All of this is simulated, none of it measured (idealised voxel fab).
Process module, titled voxel wiring stack
The cross-section on display is named cut; it measures 275 nm wide, and its cells are 5 nm squares.
A cross-section is a grid of square cells, given in bands from the top down. A band is one or more rows of cells. Heights first: top, then bottom, in nm. Then materials, left to right, each with a width in nm. "all across" on a single material: fills the band edge to edge. "blank": empty space. Height is counted from the level 0, under which the received wafer is composed throughout of one material. The lowest of the bands is not closed at the bottom but continues downward, in the notation "0..down". Quick explanation for "30 to 40": the width changes in equal steps down the rows of cells, from the first number in the band's top row to the second number in its bottom row. Step note "no modifications" = no cross-section cell changed. "Voids, sealed" contains a list of empty spaces, each no smaller than 8 cells and without an open way to the top, written in the form width x height at distance with the distance from the left edge and all three in nm. Post-settings text on a step line: simulator's own remark regarding the step. "overlay nm", when on a step's line for a step with a mask, measures how far to the right of its planned place the mask lay; a negative measure means to the left.

Intended process steps
1. op RECEIVE | material Si
2. op CONFORMAL_DEP | material SiO2 | thk nm 10
3. op CONFORMAL_DEP | material SiN | thk nm 5
4. op DIRECTIONAL_DEP | material SiO2 | thk nm 15
5. op DIRECTIONAL_DEP | material aC | thk nm 10
6. op PATTERN | tone open | mask id METAL_1 | material resist | width nm 20 | pitch nm 40 | thk nm 25 | overlay nm -15
7. op DIRECTIONAL_ETCH | etch materials aC | depth nm 10
8. op STRIP | etch materials resist
9. op DIRECTIONAL_ETCH | etch materials SiO2 | depth nm 15
10. op DIRECTIONAL_ETCH | etch materials SiN | depth nm 5
11. op STRIP | etch materials aC
12. op CONFORMAL_DEP | material TiN | thk nm 5
13. op FILL_DEP | material Cu | thk nm 5
14. op CMP | height nm 30
15. op CONFORMAL_DEP | material SiCN | thk nm 5
16. op DIRECTIONAL_DEP | material SiO2 | thk nm 20
17. op MASKED_ETCH | tone open | mask id PLUG_1 | width nm 15 | pitch nm 40 | etch materials SiO2 | depth nm 20 | overlay nm 0
18. op MASKED_ETCH | tone open | mask id PLUG_1 | width nm 15 | pitch nm 40 | etch materials SiCN | depth nm 5 | overlay nm 0
19. op EPI | material Ru | thk nm 10
20. op EPI | material Ru | thk nm 10
21. op EPI | material Ru | thk nm 5
22. op CONFORMAL_DEP | material SiN | thk nm 5
23. op DIRECTIONAL_DEP | material SiO2 | thk nm 20
24. op DIRECTIONAL_DEP | material aC | thk nm 10
25. op PATTERN | tone open | mask id METAL_2 | material resist | width nm 20 | pitch nm 40 | thk nm 25 | overlay nm 0
26. op DIRECTIONAL_ETCH | etch materials aC | depth nm 10
27. op STRIP | etch materials resist
28. op DIRECTIONAL_ETCH | etch materials SiO2 | depth nm 20
29. op DIRECTIONAL_ETCH | etch materials SiN | depth nm 5
30. op STRIP | etch materials aC
31. op CONFORMAL_DEP | material TiN | thk nm 5
32. op FILL_DEP | material Ru | thk nm 10
33. op CMP | height nm 80
34. op CONFORMAL_DEP | material SiCN | thk nm 5
35. op DIRECTIONAL_DEP | material lowk | thk nm 20
36. op DIRECTIONAL_DEP | material aC | thk nm 15
37. op PATTERN | tone open | mask id PLUG_2 | material resist | width nm 15 | pitch nm 40 | thk nm 30 | overlay nm 0
38. op DIRECTIONAL_ETCH | etch materials aC | depth nm 15
39. op STRIP | etch materials resist
40. op DIRECTIONAL_ETCH | etch materials lowk | depth nm 20
41. op DIRECTIONAL_ETCH | etch materials SiCN | depth nm 5
42. op STRIP | etch materials aC
43. op CONFORMAL_DEP | material TiN | thk nm 5
44. op FILL_DEP | material W | thk nm 10
45. op CMP | height nm 105
46. op DIRECTIONAL_DEP | material TiN | thk nm 5
47. op DIRECTIONAL_DEP | material W | thk nm 15
48. op MASKED_ETCH | tone cover | mask id METAL_3 | width nm 20 | pitch nm 40 | etch materials W | depth nm 15 | overlay nm 0
49. op MASKED_ETCH | tone cover | mask id METAL_3 | width nm 20 | pitch nm 40 | etch materials TiN | depth nm 5 | overlay nm 0
50. op FILL_DEP | material lowk | thk nm 5
51. op CMP | height nm 125
52. op CONFORMAL_DEP | material SiCN | thk nm 5
Wafers differ in overlay nm at step 6; plan lists the first wafer's value; identical starting state.

So this is the first of several wafers, cross-sectioned as it came to us, meaning it's at the end of step 1
> 0..down | Si all across
> Voids, sealed: none

Below, a row for every wafer. Read it as the end-of-module picture: for each material the wafer shows its cells gained (+) or lost (-) since it was received, and then its closed voids
overlay nm -15 | +24 Cu | +92 Ru | +141 SiCN | +78 SiN | +555 SiO2 | +148 TiN | +64 W | +328 lowk | Voids, sealed: none
overlay nm -10 | +24 Cu | +92 Ru | +141 SiCN | +78 SiN | +555 SiO2 | +148 TiN | +64 W | +328 lowk | Voids, sealed: none
overlay nm -5 | +24 Cu | +92 Ru | +141 SiCN | +78 SiN | +555 SiO2 | +148 TiN | +64 W | +328 lowk | Voids, sealed: none
overlay nm 0 | +24 Cu | +92 Ru | +141 SiCN | +78 SiN | +555 SiO2 | +148 TiN | +64 W | +328 lowk | Voids, sealed: none
overlay nm 5 | +24 Cu | +92 Ru | +141 SiCN | +78 SiN | +555 SiO2 | +148 TiN | +64 W | +328 lowk | Voids, sealed: none
overlay nm 10 | +24 Cu | +92 Ru | +141 SiCN | +78 SiN | +555 SiO2 | +148 TiN | +64 W | +328 lowk | Voids, sealed: none
overlay nm 15 | +24 Cu | +32 Ru | +141 SiCN | +118 SiN | +555 SiO2 | +168 TiN | +64 W | +328 lowk | Voids, sealed: none
